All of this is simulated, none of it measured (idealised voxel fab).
process module | voxel transistor to metal
cross-section cut | 275 nm wide | cells 5 nm
A cross-section is a grid of square cells, given in bands from the top down. A band is one or more rows of cells.
Each band's line starts with the height of the band's top and of its bottom, in nm. Then come its materials from left to right, each with its width in nm. One material with "throughout" fills the band from edge to edge. "air" is empty space.
Height 0 is the level under which the wafer as received is all one material. The lowest band goes on downwards, as in "0 down".
A width such as "30 to 40" changes by the same amount from each row of cells to the next, from the band's top row to its bottom row.
"no change" after a step means that no cell of the cross-section changed.
closed voids: empty space of 8 cells or more with no open way to the top, each as width x height at its distance from the left edge, in nm
after a step's settings: what the simulator itself notes on the step
overlay nm, on a step with a mask: how far to the right of its planned place the mask lay; to the left if negative
plan
1 op RECEIVE | material Si
2 op CONFORMAL_DEP | material SiO2 | thk nm 5
3 op CONFORMAL_DEP | material SiN | thk nm 10
4 op DIRECTIONAL_DEP | material aC | thk nm 15
5 op PATTERN | tone cover | mask id ACTIVE | material resist | width nm 85 | pitch nm 110 | thk nm 35 | overlay nm 0
6 op DIRECTIONAL_ETCH | etch materials aC | depth nm 15
7 op STRIP | etch materials resist
8 op DIRECTIONAL_ETCH | etch materials SiN | depth nm 10
9 op DIRECTIONAL_ETCH | etch materials SiO2 | depth nm 5
10 op DIRECTIONAL_ETCH | etch materials Si | depth nm 25
11 op STRIP | etch materials aC
12 op FILL_DEP | material SiO2 | thk nm 5
13 op CMP | height nm 15
14 op SELECTIVE_ETCH | etch materials SiO2 | depth nm 5
15 op STRIP | etch materials SiN
16 op SELECTIVE_ETCH | etch materials SiO2 | depth nm 5
17 op OXIDIZE | depth nm 5
18 op DIRECTIONAL_DEP | material polySi | thk nm 30
19 op DIRECTIONAL_DEP | material SiCN | thk nm 10
20 op MASKED_ETCH | tone cover | mask id GATE | width nm 15 | pitch nm 110 | etch materials SiCN | depth nm 20 | overlay nm 0
21 op MASKED_ETCH | tone cover | mask id GATE | width nm 15 | pitch nm 110 | etch materials polySi | depth nm 40 | overlay nm 0
22 op CONFORMAL_DEP | material SiN | thk nm 10
23 op DIRECTIONAL_ETCH | etch materials SiN | depth nm 10
24 op DIRECTIONAL_ETCH | etch materials SiO2 | depth nm 5
25 op DIRECTIONAL_ETCH | etch materials Si | depth nm 15
26 op EPI | material nSi | thk nm 20
27 op FILL_DEP | material SiO2 | thk nm 10
28 op CMP | height nm 40
29 op DIRECTIONAL_DEP | material SiO2 | thk nm 15
30 op PATTERN | tone open | mask id CONTACT | material resist | width nm 25 | thk nm 20 | overlay nm 0
31 op DIRECTIONAL_ETCH | etch materials SiO2 | depth nm 40
32 op STRIP | etch materials resist
33 op CONFORMAL_DEP | material TiN | thk nm 5
34 op FILL_DEP | material W | thk nm 5
35 op CMP | height nm 55
36 op DIRECTIONAL_DEP | material TiN | thk nm 5
37 op DIRECTIONAL_DEP | material Ru | thk nm 25
38 op MASKED_ETCH | tone cover | mask id METAL_1 | width nm 15 | etch materials Ru | depth nm 25 | overlay nm 0
39 op MASKED_ETCH | tone cover | mask id METAL_1 | width nm 15 | etch materials TiN | depth nm 5 | overlay nm 0
40 op CONFORMAL_DEP | material SiCN | thk nm 5
41 op FILL_DEP | material SiO2 | thk nm 5
42 op CMP | height nm 85
43 op CONFORMAL_DEP | material SiCN | thk nm 5
44 op DIRECTIONAL_DEP | material SiO2 | thk nm 30
45 op DIRECTIONAL_DEP | material aC | thk nm 15
46 op PATTERN | tone open | mask id METAL_2 | material resist | width nm 15 | pitch nm 110 | thk nm 30 | overlay nm 0
47 op DIRECTIONAL_ETCH | etch materials aC | depth nm 15
48 op STRIP | etch materials resist
49 op DIRECTIONAL_ETCH | etch materials SiO2 | depth nm 15
50 op STRIP | etch materials aC
51 op DIRECTIONAL_DEP | material aC | thk nm 15
52 op PATTERN | tone open | mask id METAL_2_HOLES | material resist | width nm 15 | pitch nm 110 | thk nm 35 | overlay nm 0
53 op DIRECTIONAL_ETCH | etch materials aC | depth nm 15
54 op STRIP | etch materials resist
55 op DIRECTIONAL_ETCH | etch materials SiO2 | depth nm 15
56 op DIRECTIONAL_ETCH | etch materials SiCN | depth nm 5
57 op STRIP | etch materials aC
58 op CONFORMAL_DEP | material TiN | thk nm 5
59 op FILL_DEP | material Ru | thk nm 5
60 op CMP | height nm 120
61 op CONFORMAL_DEP | material SiCN | thk nm 5
first wafer, as planned
as received, after step 1
  0 down: Si throughout
  closed voids: none
after step 2
  5 to 0: SiO2 throughout
  below 0: unchanged
after step 3
  15 to 5: SiN throughout
  below 5: unchanged
after step 4
  30 to 15: aC throughout
  below 15: unchanged
after step 5
  65 to 30: air 40 | resist 85 | air 25 | resist 85 | air 40
  below 30: unchanged
after step 6
  50 to 30: air 40 | resist 85 | air 25 | resist 85 | air 40
  30 to 15: air 40 | aC 85 | air 25 | aC 85 | air 40
  below 15: unchanged
after step 7
  30 to 15: air 40 | aC 85 | air 25 | aC 85 | air 40
  below 15: unchanged
after step 8
  30 to 15: air 40 | aC 85 | air 25 | aC 85 | air 40
  15 to 5: air 40 | SiN 85 | air 25 | SiN 85 | air 40
  below 5: unchanged
after step 9
  30 to 15: air 40 | aC 85 | air 25 | aC 85 | air 40
  15 to 5: air 40 | SiN 85 | air 25 | SiN 85 | air 40
  5 to 0: air 40 | SiO2 85 | air 25 | SiO2 85 | air 40
  below 0: unchanged
after step 10
  30 to 15: air 40 | aC 85 | air 25 | aC 85 | air 40
  15 to 5: air 40 | SiN 85 | air 25 | SiN 85 | air 40
  5 to 0: air 40 | SiO2 85 | air 25 | SiO2 85 | air 40
  0 to -25: air 40 | Si 85 | air 25 | Si 85 | air 40
  below -25: unchanged
after step 11
  15 to 5: air 40 | SiN 85 | air 25 | SiN 85 | air 40
  below 5: unchanged
after step 12
  20 to 15: SiO2 throughout
  15 to 5: SiO2 40 | SiN 85 | SiO2 25 | SiN 85 | SiO2 40
  5 to 0: SiO2 throughout
  0 to -25: SiO2 40 | Si 85 | SiO2 25 | Si 85 | SiO2 40
  below -25: unchanged
after step 13
  15 to 5: SiO2 40 | SiN 85 | SiO2 25 | SiN 85 | SiO2 40
  below 5: unchanged
after step 14
  15 to 10: air 40 | SiN 85 | air 25 | SiN 85 | air 40
  below 10: unchanged
after step 15
  10 to 5: SiO2 40 | air 85 | SiO2 25 | air 85 | SiO2 40
  below 5: unchanged
after step 16
  5 to 0: SiO2 35 | air 95 | SiO2 15 | air 95 | SiO2 35
  below 0: unchanged
after step 17
  5 to 0: SiO2 35 | air 95 | SiO2 15 | air 95 | SiO2 35
  0 to -5: SiO2 throughout
  below -5: unchanged
after step 18
  35 to 30: polySi 35 | air 95 | polySi 15 | air 95 | polySi 35
  30 to 5: polySi throughout
  5 to 0: SiO2 35 | polySi 95 | SiO2 15 | polySi 95 | SiO2 35
  below 0: unchanged
after step 19
  45 to 40: SiCN 35 | air 95 | SiCN 15 | air 95 | SiCN 35
  40 to 35: SiCN throughout
  35 to 30: polySi 35 | SiCN 95 | polySi 15 | SiCN 95 | polySi 35
  below 30: unchanged
after step 20
  40 to 35: air 75 | SiCN 15 | air 95 | SiCN 15 | air 75
  35 to 30: polySi 35 | air 40 | SiCN 15 | air 40 | polySi 15 | air 40 | SiCN 15 | air 40 | polySi 35
  below 30: unchanged
after step 21
  40 to 30: air 75 | SiCN 15 | air 95 | SiCN 15 | air 75
  30 to 5: air 75 | polySi 15 | air 95 | polySi 15 | air 75
  5 to 0: SiO2 35 | air 40 | polySi 15 | air 40 | SiO2 15 | air 40 | polySi 15 | air 40 | SiO2 35
  below 0: unchanged
after step 22
  50 to 40: air 65 | SiN 35 | air 75 | SiN 35 | air 65
  40 to 30: air 65 | SiN 10 | SiCN 15 | SiN 10 | air 75 | SiN 10 | SiCN 15 | SiN 10 | air 65
  30 to 15: air 65 | SiN 10 | polySi 15 | SiN 10 | air 75 | SiN 10 | polySi 15 | SiN 10 | air 65
  15 to 10: SiN 45 | air 20 | SiN 10 | polySi 15 | SiN 10 | air 20 | SiN 35 | air 20 | SiN 10 | polySi 15 | SiN 10 | air 20 | SiN 45
  10 to 5: SiN 75 | polySi 15 | SiN 95 | polySi 15 | SiN 75
  5 to 0: SiO2 35 | SiN 40 | polySi 15 | SiN 40 | SiO2 15 | SiN 40 | polySi 15 | SiN 40 | SiO2 35
  below 0: unchanged
after step 23
  40 to 30: air 65 | SiN 10 | SiCN 15 | SiN 10 | air 75 | SiN 10 | SiCN 15 | SiN 10 | air 65
  30 to 5: air 65 | SiN 10 | polySi 15 | SiN 10 | air 75 | SiN 10 | polySi 15 | SiN 10 | air 65
  5 to 0: SiO2 35 | SiN 10 | air 20 | SiN 10 | polySi 15 | SiN 10 | air 20 | SiN 10 | SiO2 15 | SiN 10 | air 20 | SiN 10 | polySi 15 | SiN 10 | air 20 | SiN 10 | SiO2 35
  below 0: unchanged
after step 24
  40 to 30: air 65 | SiN 10 | SiCN 15 | SiN 10 | air 75 | SiN 10 | SiCN 15 | SiN 10 | air 65
  30 to 5: air 65 | SiN 10 | polySi 15 | SiN 10 | air 75 | SiN 10 | polySi 15 | SiN 10 | air 65
  5 to 0: air 35 | SiN 10 | air 20 | SiN 10 | polySi 15 | SiN 10 | air 20 | SiN 10 | air 15 | SiN 10 | air 20 | SiN 10 | polySi 15 | SiN 10 | air 20 | SiN 10 | air 35
  0 to -5: SiO2 45 | air 20 | SiO2 35 | air 20 | SiO2 35 | air 20 | SiO2 35 | air 20 | SiO2 45
  below -5: unchanged
after step 25
  40 to 30: air 65 | SiN 10 | SiCN 15 | SiN 10 | air 75 | SiN 10 | SiCN 15 | SiN 10 | air 65
  30 to 5: air 65 | SiN 10 | polySi 15 | SiN 10 | air 75 | SiN 10 | polySi 15 | SiN 10 | air 65
  5 to 0: air 35 | SiN 10 | air 20 | SiN 10 | polySi 15 | SiN 10 | air 20 | SiN 10 | air 15 | SiN 10 | air 20 | SiN 10 | polySi 15 | SiN 10 | air 20 | SiN 10 | air 35
  0 to -5: SiO2 45 | air 20 | SiO2 35 | air 20 | SiO2 35 | air 20 | SiO2 35 | air 20 | SiO2 45
  -5 to -20: SiO2 40 | Si 5 | air 20 | Si 35 | air 20 | Si 5 | SiO2 25 | Si 5 | air 20 | Si 35 | air 20 | Si 5 | SiO2 40
  below -20: unchanged
after step 26
  40 to 30: air 65 | SiN 10 | SiCN 15 | SiN 10 | air 75 | SiN 10 | SiCN 15 | SiN 10 | air 65
  30 to 15: air 65 | SiN 10 | polySi 15 | SiN 10 | air 75 | SiN 10 | polySi 15 | SiN 10 | air 65
  15 to 5: air 35 | nSi 30 | SiN 10 | polySi 15 | SiN 10 | nSi 30 | air 15 | nSi 30 | SiN 10 | polySi 15 | SiN 10 | nSi 30 | air 35
  5 to 0: air 35 | SiN 10 | nSi 20 | SiN 10 | polySi 15 | SiN 10 | nSi 20 | SiN 10 | air 15 | SiN 10 | nSi 20 | SiN 10 | polySi 15 | SiN 10 | nSi 20 | SiN 10 | air 35
  0 to -5: SiO2 45 | nSi 20 | SiO2 35 | nSi 20 | SiO2 35 | nSi 20 | SiO2 35 | nSi 20 | SiO2 45
  -5 to -20: SiO2 40 | Si 5 | nSi 20 | Si 35 | nSi 20 | Si 5 | SiO2 25 | Si 5 | nSi 20 | Si 35 | nSi 20 | Si 5 | SiO2 40
  below -20: unchanged
after step 27
  50 to 40: SiO2 throughout
  40 to 30: SiO2 65 | SiN 10 | SiCN 15 | SiN 10 | SiO2 75 | SiN 10 | SiCN 15 | SiN 10 | SiO2 65
  30 to 15: SiO2 65 | SiN 10 | polySi 15 | SiN 10 | SiO2 75 | SiN 10 | polySi 15 | SiN 10 | SiO2 65
  15 to 5: SiO2 35 | nSi 30 | SiN 10 | polySi 15 | SiN 10 | nSi 30 | SiO2 15 | nSi 30 | SiN 10 | polySi 15 | SiN 10 | nSi 30 | SiO2 35
  5 to 0: SiO2 35 | SiN 10 | nSi 20 | SiN 10 | polySi 15 | SiN 10 | nSi 20 | SiN 10 | SiO2 15 | SiN 10 | nSi 20 | SiN 10 | polySi 15 | SiN 10 | nSi 20 | SiN 10 | SiO2 35
  below 0: unchanged
after step 28
  40 to 30: SiO2 65 | SiN 10 | SiCN 15 | SiN 10 | SiO2 75 | SiN 10 | SiCN 15 | SiN 10 | SiO2 65
  below 30: unchanged
after step 29
  55 to 40: SiO2 throughout
  below 40: unchanged
after step 30
  75 to 55: resist 45 | air 25 | resist 25 | air 25 | resist 35 | air 25 | resist 25 | air 25 | resist 45
  below 55: unchanged
after step 31
  75 to 55: resist 45 | air 25 | resist 25 | air 25 | resist 35 | air 25 | resist 25 | air 25 | resist 45
  55 to 40: SiO2 45 | air 25 | SiO2 25 | air 25 | SiO2 35 | air 25 | SiO2 25 | air 25 | SiO2 45
  40 to 30: SiO2 45 | air 20 | SiN 10 | SiCN 15 | SiN 10 | air 20 | SiO2 35 | air 20 | SiN 10 | SiCN 15 | SiN 10 | air 20 | SiO2 45
  30 to 15: SiO2 45 | air 20 | SiN 10 | polySi 15 | SiN 10 | air 20 | SiO2 35 | air 20 | SiN 10 | polySi 15 | SiN 10 | air 20 | SiO2 45
  below 15: unchanged
after step 32
  55 to 40: SiO2 45 | air 25 | SiO2 25 | air 25 | SiO2 35 | air 25 | SiO2 25 | air 25 | SiO2 45
  below 40: unchanged
after step 33
  60 to 55: TiN 50 | air 15 | TiN 35 | air 15 | TiN 45 | air 15 | TiN 35 | air 15 | TiN 50
  55 to 45: SiO2 45 | TiN 5 | air 15 | TiN 5 | SiO2 25 | TiN 5 | air 15 | TiN 5 | SiO2 35 | TiN 5 | air 15 | TiN 5 | SiO2 25 | TiN 5 | air 15 | TiN 5 | SiO2 45
  45 to 40: SiO2 45 | TiN 5 | air 10 | TiN 10 | SiO2 25 | TiN 10 | air 10 | TiN 5 | SiO2 35 | TiN 5 | air 10 | TiN 10 | SiO2 25 | TiN 10 | air 10 | TiN 5 | SiO2 45
  40 to 30: SiO2 45 | TiN 5 | air 10 | TiN 5 | SiN 10 | SiCN 15 | SiN 10 | TiN 5 | air 10 | TiN 5 | SiO2 35 | TiN 5 | air 10 | TiN 5 | SiN 10 | SiCN 15 | SiN 10 | TiN 5 | air 10 | TiN 5 | SiO2 45
  30 to 20: SiO2 45 | TiN 5 | air 10 | TiN 5 | SiN 10 | polySi 15 | SiN 10 | TiN 5 | air 10 | TiN 5 | SiO2 35 | TiN 5 | air 10 | TiN 5 | SiN 10 | polySi 15 | SiN 10 | TiN 5 | air 10 | TiN 5 | SiO2 45
  20 to 15: SiO2 45 | TiN 20 | SiN 10 | polySi 15 | SiN 10 | TiN 20 | SiO2 35 | TiN 20 | SiN 10 | polySi 15 | SiN 10 | TiN 20 | SiO2 45
  below 15: unchanged
after step 34
  65 to 60: W throughout
  60 to 55: TiN 50 | W 15 | TiN 35 | W 15 | TiN 45 | W 15 | TiN 35 | W 15 | TiN 50
  55 to 45: SiO2 45 | TiN 5 | W 15 | TiN 5 | SiO2 25 | TiN 5 | W 15 | TiN 5 | SiO2 35 | TiN 5 | W 15 | TiN 5 | SiO2 25 | TiN 5 | W 15 | TiN 5 | SiO2 45
  45 to 40: SiO2 45 | TiN 5 | W 10 | TiN 10 | SiO2 25 | TiN 10 | W 10 | TiN 5 | SiO2 35 | TiN 5 | W 10 | TiN 10 | SiO2 25 | TiN 10 | W 10 | TiN 5 | SiO2 45
  40 to 30: SiO2 45 | TiN 5 | W 10 | TiN 5 | SiN 10 | SiCN 15 | SiN 10 | TiN 5 | W 10 | TiN 5 | SiO2 35 | TiN 5 | W 10 | TiN 5 | SiN 10 | SiCN 15 | SiN 10 | TiN 5 | W 10 | TiN 5 | SiO2 45
  30 to 20: SiO2 45 | TiN 5 | W 10 | TiN 5 | SiN 10 | polySi 15 | SiN 10 | TiN 5 | W 10 | TiN 5 | SiO2 35 | TiN 5 | W 10 | TiN 5 | SiN 10 | polySi 15 | SiN 10 | TiN 5 | W 10 | TiN 5 | SiO2 45
  below 20: unchanged
after step 35
  55 to 45: SiO2 45 | TiN 5 | W 15 | TiN 5 | SiO2 25 | TiN 5 | W 15 | TiN 5 | SiO2 35 | TiN 5 | W 15 | TiN 5 | SiO2 25 | TiN 5 | W 15 | TiN 5 | SiO2 45
  below 45: unchanged
after step 36
  60 to 55: TiN throughout
  below 55: unchanged
after step 37
  85 to 60: Ru throughout
  below 60: unchanged
after step 38
  85 to 60: air 45 | Ru 15 | air 45 | Ru 15 | air 35 | Ru 15 | air 45 | Ru 15 | air 45
  below 60: unchanged
after step 39
  85 to 60: air 45 | Ru 15 | air 45 | Ru 15 | air 35 | Ru 15 | air 45 | Ru 15 | air 45
  60 to 55: air 45 | TiN 15 | air 45 | TiN 15 | air 35 | TiN 15 | air 45 | TiN 15 | air 45
  below 55: unchanged
after step 40
  90 to 85: air 40 | SiCN 25 | air 35 | SiCN 25 | air 25 | SiCN 25 | air 35 | SiCN 25 | air 40
  85 to 60: air 40 | SiCN 5 | Ru 15 | SiCN 5 | air 35 | SiCN 5 | Ru 15 | SiCN 5 | air 25 | SiCN 5 | Ru 15 | SiCN 5 | air 35 | SiCN 5 | Ru 15 | SiCN 5 | air 40
  60 to 55: SiCN 45 | TiN 15 | SiCN 45 | TiN 15 | SiCN 35 | TiN 15 | SiCN 45 | TiN 15 | SiCN 45
  below 55: unchanged
after step 41
  95 to 90: SiO2 throughout
  90 to 85: SiO2 40 | SiCN 25 | SiO2 35 | SiCN 25 | SiO2 25 | SiCN 25 | SiO2 35 | SiCN 25 | SiO2 40
  85 to 60: SiO2 40 | SiCN 5 | Ru 15 | SiCN 5 | SiO2 35 | SiCN 5 | Ru 15 | SiCN 5 | SiO2 25 | SiCN 5 | Ru 15 | SiCN 5 | SiO2 35 | SiCN 5 | Ru 15 | SiCN 5 | SiO2 40
  below 60: unchanged
after step 42
  85 to 60: SiO2 40 | SiCN 5 | Ru 15 | SiCN 5 | SiO2 35 | SiCN 5 | Ru 15 | SiCN 5 | SiO2 25 | SiCN 5 | Ru 15 | SiCN 5 | SiO2 35 | SiCN 5 | Ru 15 | SiCN 5 | SiO2 40
  below 60: unchanged
after step 43
  90 to 85: SiCN throughout
  below 85: unchanged
after step 44
  120 to 90: SiO2 throughout
  below 90: unchanged
after step 45
  135 to 120: aC throughout
  below 120: unchanged
after step 46
  165 to 135: resist 45 | air 15 | resist 95 | air 15 | resist 105
  below 135: unchanged
after step 47
  150 to 135: resist 45 | air 15 | resist 95 | air 15 | resist 105
  135 to 120: aC 45 | air 15 | aC 95 | air 15 | aC 105
  below 120: unchanged
after step 48
  135 to 120: aC 45 | air 15 | aC 95 | air 15 | aC 105
  below 120: unchanged
after step 49
  135 to 120: aC 45 | air 15 | aC 95 | air 15 | aC 105
  120 to 105: SiO2 45 | air 15 | SiO2 95 | air 15 | SiO2 105
  below 105: unchanged
after step 50
  120 to 105: SiO2 45 | air 15 | SiO2 95 | air 15 | SiO2 105
  below 105: unchanged
after step 51
  135 to 120: aC 45 | air 15 | aC 95 | air 15 | aC 105
  120 to 105: SiO2 45 | aC 15 | SiO2 95 | aC 15 | SiO2 105
  below 105: unchanged
after step 52
  170 to 135: resist 45 | air 15 | resist 95 | air 15 | resist 105
  below 135: unchanged
after step 53
  155 to 135: resist 45 | air 15 | resist 95 | air 15 | resist 105
  135 to 120: aC 45 | air 15 | aC 95 | air 15 | aC 105
  120 to 105: SiO2 45 | air 15 | SiO2 95 | air 15 | SiO2 105
  below 105: unchanged
after step 54
  135 to 120: aC 45 | air 15 | aC 95 | air 15 | aC 105
  below 120: unchanged
after step 55
  135 to 120: aC 45 | air 15 | aC 95 | air 15 | aC 105
  120 to 90: SiO2 45 | air 15 | SiO2 95 | air 15 | SiO2 105
  below 90: unchanged
after step 56
  135 to 120: aC 45 | air 15 | aC 95 | air 15 | aC 105
  120 to 90: SiO2 45 | air 15 | SiO2 95 | air 15 | SiO2 105
  90 to 85: SiCN 45 | air 15 | SiCN 95 | air 15 | SiCN 105
  below 85: unchanged
after step 57
  120 to 90: SiO2 45 | air 15 | SiO2 95 | air 15 | SiO2 105
  below 90: unchanged
after step 58
  125 to 120: TiN 50 | air 5 | TiN 105 | air 5 | TiN 110
  120 to 90: SiO2 45 | TiN 5 | air 5 | TiN 5 | SiO2 95 | TiN 5 | air 5 | TiN 5 | SiO2 105
  90 to 85: SiCN 45 | TiN 15 | SiCN 95 | TiN 15 | SiCN 105
  below 85: unchanged
after step 59
  130 to 125: Ru throughout
  125 to 120: TiN 50 | Ru 5 | TiN 105 | Ru 5 | TiN 110
  120 to 90: SiO2 45 | TiN 5 | Ru 5 | TiN 5 | SiO2 95 | TiN 5 | Ru 5 | TiN 5 | SiO2 105
  below 90: unchanged
after step 60
  120 to 90: SiO2 45 | TiN 5 | Ru 5 | TiN 5 | SiO2 95 | TiN 5 | Ru 5 | TiN 5 | SiO2 105
  below 90: unchanged
after step 61
  125 to 120: SiCN throughout
  below 120: unchanged
second wafer: like start, like plan, one mistake. Through step 42 it matches the first wafer
when step 43 should have ended
  115 to 85: SiO2 throughout
  below 85: unchanged
when step 44 should have ended
  120 to 115: SiCN throughout
  below 115: unchanged
when step 45 should have ended
  135 to 120: aC throughout
  below 120: unchanged
when step 46 should have ended
  165 to 135: resist 45 | air 15 | resist 95 | air 15 | resist 105
  below 135: unchanged
when step 47 should have ended
  150 to 135: resist 45 | air 15 | resist 95 | air 15 | resist 105
  135 to 120: aC 45 | air 15 | aC 95 | air 15 | aC 105
  below 120: unchanged
when step 48 should have ended
  135 to 120: aC 45 | air 15 | aC 95 | air 15 | aC 105
  below 120: unchanged
when step 49 should have ended: no change
when step 50 should have ended
  120 to 115: SiCN throughout
  below 115: unchanged
when step 51 should have ended
  135 to 120: aC throughout
  below 120: unchanged
when step 52 should have ended
  170 to 135: resist 45 | air 15 | resist 95 | air 15 | resist 105
  below 135: unchanged
when step 53 should have ended
  155 to 135: resist 45 | air 15 | resist 95 | air 15 | resist 105
  135 to 120: aC 45 | air 15 | aC 95 | air 15 | aC 105
  below 120: unchanged
when step 54 should have ended
  135 to 120: aC 45 | air 15 | aC 95 | air 15 | aC 105
  below 120: unchanged
when step 55 should have ended: no change
when step 56 should have ended
  135 to 120: aC 45 | air 15 | aC 95 | air 15 | aC 105
  120 to 115: SiCN 45 | air 15 | SiCN 95 | air 15 | SiCN 105
  below 115: unchanged
when step 57 should have ended
  120 to 115: SiCN 45 | air 15 | SiCN 95 | air 15 | SiCN 105
  below 115: unchanged
when step 58 should have ended
  125 to 120: TiN 50 | air 5 | TiN 105 | air 5 | TiN 110
  120 to 115: SiCN 45 | TiN 15 | SiCN 95 | TiN 15 | SiCN 105
  below 115: unchanged
when step 59 should have ended
  130 to 125: Ru throughout
  125 to 120: TiN 50 | Ru 5 | TiN 105 | Ru 5 | TiN 110
  below 120: unchanged
when step 60 should have ended
  120 to 115: SiCN 45 | TiN 15 | SiCN 95 | TiN 15 | SiCN 105
  below 115: unchanged
when step 61 should have ended
  125 to 120: SiCN throughout
  below 120: unchanged
what went wrong: steps 43 and 44 were swapped
at the end the second wafer has, in cells: 12 fewer of Ru | 36 more of SiO2 | 24 fewer of TiN
